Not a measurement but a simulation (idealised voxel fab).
Process module, titled voxel plated lines
FYI the section here is cut, 260 nm wide, cells are 5 nm squares.
In this document a cross-section is written as a grid of square cells. It is given as a series of bands, listed from the top down, and a band is one or more rows of cells. Read a band's entry like this: the first values are the height of its top and the height of its bottom in nm, and what follows is the sequence of materials from left to right, each with its width in nm. Note that "air" is empty space, and that a single material marked "all across" reaches across the band from edge to edge. Ref level 0: as-received wafer is one material below here. Bottom band extends down with no lower bound ("top 0, no bottom"). Per-row width for "30 to 40": begins at first number (top row of band), ends at second number (bottom row), increment between rows held constant. Take "nothing altered" at face value: in the step it is given for, the cross-section changed in none of its cells. Heads up: "Voids, enclosed" only lists the empty pockets with no open path to the top that are 8 cells or more, and it writes them as width x height at distance, distance from the left edge, in nm. Past the settings on a step's line: simulator remark, on that step. The line of a step may include "overlay nm". On a step with a mask, this value is how far to the right of its planned place the mask lay. A negative value means the mask lay to the left.

The steps planned for the process are as follows:
1,RECEIVE, material Si
2,CONFORMAL_DEP, material SiN, thk nm 15
3,DIRECTIONAL_DEP, material TiN, thk nm 5
4,PATTERN, tone open, mask id LINES, material resist, width nm 15, pitch nm 30, thk nm 15, overlay nm 0
5,EPI, material Ru, thk nm 10
6,STRIP, etch materials resist
7,DIRECTIONAL_ETCH, etch materials TiN, depth nm 5
8,CONFORMAL_DEP, material SiCN, thk nm 10

Step 1 complete: cross-section of the wafer as received:
top 0, no bottom: Si all across
Voids, enclosed: none

This is how the wafer looks in cross-section once the module is done, given the starting state and plan above and one mistake in carrying the plan out:
top 55, bottom 45: air (80)  SiCN (95)  air (85)
top 45, bottom 40: air (80)  SiCN (10)  Ru (15)  SiCN (15)  Ru (15)  SiCN (15)  Ru (15)  SiCN (10)  air (85)
top 40, bottom 35: SiCN (90)  Ru (15)  SiCN (15)  Ru (15)  SiCN (15)  Ru (15)  SiCN (95)
top 35, bottom 30: SiCN (90)  TiN (15)  SiCN (15)  TiN (15)  SiCN (15)  TiN (15)  SiCN (95)
top 30, bottom 0: SiN all across
top 0, no bottom: Si all across
Voids, enclosed: none
What went wrong in running the wafer? step 2 of the plan was carried out twice
